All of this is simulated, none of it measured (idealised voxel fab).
process module | voxel self aligned contacts
cross-section cut | 245 nm wide | cells 5 nm
A cross-section is a grid of square cells, given in bands from the top down. A band is one or more rows of cells.
Each band's line starts with the height of the band's top and of its bottom, in nm. Then come its materials from left to right, each with its width in nm. One material with "throughout" fills the band from edge to edge. "air" is empty space.
Height 0 is the level under which the wafer as received is all one material. The lowest band goes on downwards, as in "0 down".
A width such as "30 to 40" changes by the same amount from each row of cells to the next, from the band's top row to its bottom row.
"no change" after a step means that no cell of the cross-section changed.
closed voids: empty space of 8 cells or more with no open way to the top, each as width x height at its distance from the left edge, in nm
after a step's settings: what the simulator itself notes on the step
overlay nm, on a step with a mask: how far to the right of its planned place the mask lay; to the left if negative
plan
1 op RECEIVE | material Si
2 op OXIDIZE | depth nm 5
3 op DIRECTIONAL_DEP | material polySi | thk nm 25
4 op DIRECTIONAL_DEP | material SiN | thk nm 15
5 op DIRECTIONAL_DEP | material aC | thk nm 15
6 op PATTERN | tone cover | mask id GATE | material resist | width nm 35 | pitch nm 70 | thk nm 35 | overlay nm 0
7 op DIRECTIONAL_ETCH | etch materials aC | depth nm 15
8 op STRIP | etch materials resist
9 op DIRECTIONAL_ETCH | etch materials SiN | depth nm 15
10 op DIRECTIONAL_ETCH | etch materials polySi | depth nm 25
11 op STRIP | etch materials aC
12 op CONFORMAL_DEP | material SiN | thk nm 5
13 op DIRECTIONAL_ETCH | etch materials SiN | depth nm 5
14 op FILL_DEP | material SiO2 | thk nm 10
15 op CMP | height nm 45
16 op PATTERN | tone open | mask id CONTACT | material resist | width nm 55 | thk nm 15 | overlay nm 0
17 op DIRECTIONAL_ETCH | etch materials SiO2 | depth nm 50
18 op STRIP | etch materials resist
19 op CONFORMAL_DEP | material TiN | thk nm 5
20 op FILL_DEP | material W | thk nm 10
21 op CMP | height nm 45
22 op CONFORMAL_DEP | material SiN | thk nm 5
as received, after step 1
  0 down: Si throughout
  closed voids: none
first wafer at the end, as planned
  50 to 45: SiN throughout
  45 to 40: SiO2 95 | TiN 20 | W 15 | TiN 20 | SiO2 95
  40 to 25: SiO2 65 | SiN 45 | TiN 5 | W 15 | TiN 5 | SiN 45 | SiO2 65
  25 to 0: SiO2 65 | SiN 5 | polySi 35 | SiN 5 | TiN 5 | W 15 | TiN 5 | SiN 5 | polySi 35 | SiN 5 | SiO2 65
  0 to -5: SiO2 110 | TiN 25 | SiO2 110
  -5 down: Si throughout
  closed voids: none
second wafer at the end: like start, like plan, one mistake
  50 to 45: SiN throughout
  45 to 40: SiO2 95 | TiN 15 | W 15 | TiN 25 | SiO2 95
  40 to 25: SiO2 60 | SiN 45 | TiN 5 | W 15 | TiN 5 | SiN 45 | SiO2 70
  25 to 0: SiO2 60 | SiN 5 | polySi 35 | SiN 5 | TiN 5 | W 15 | TiN 5 | SiN 5 | polySi 35 | SiN 5 | SiO2 70
  0 to -5: SiO2 105 | TiN 25 | SiO2 115
  -5 down: Si throughout
  closed voids: none
what went wrong: step 6 ran as: op PATTERN | tone cover | mask id GATE | material resist | width nm 35 | pitch nm 70 | thk nm 35 | overlay nm -5
at the end the second wafer has, in cells: as many of each material as the first, in other places
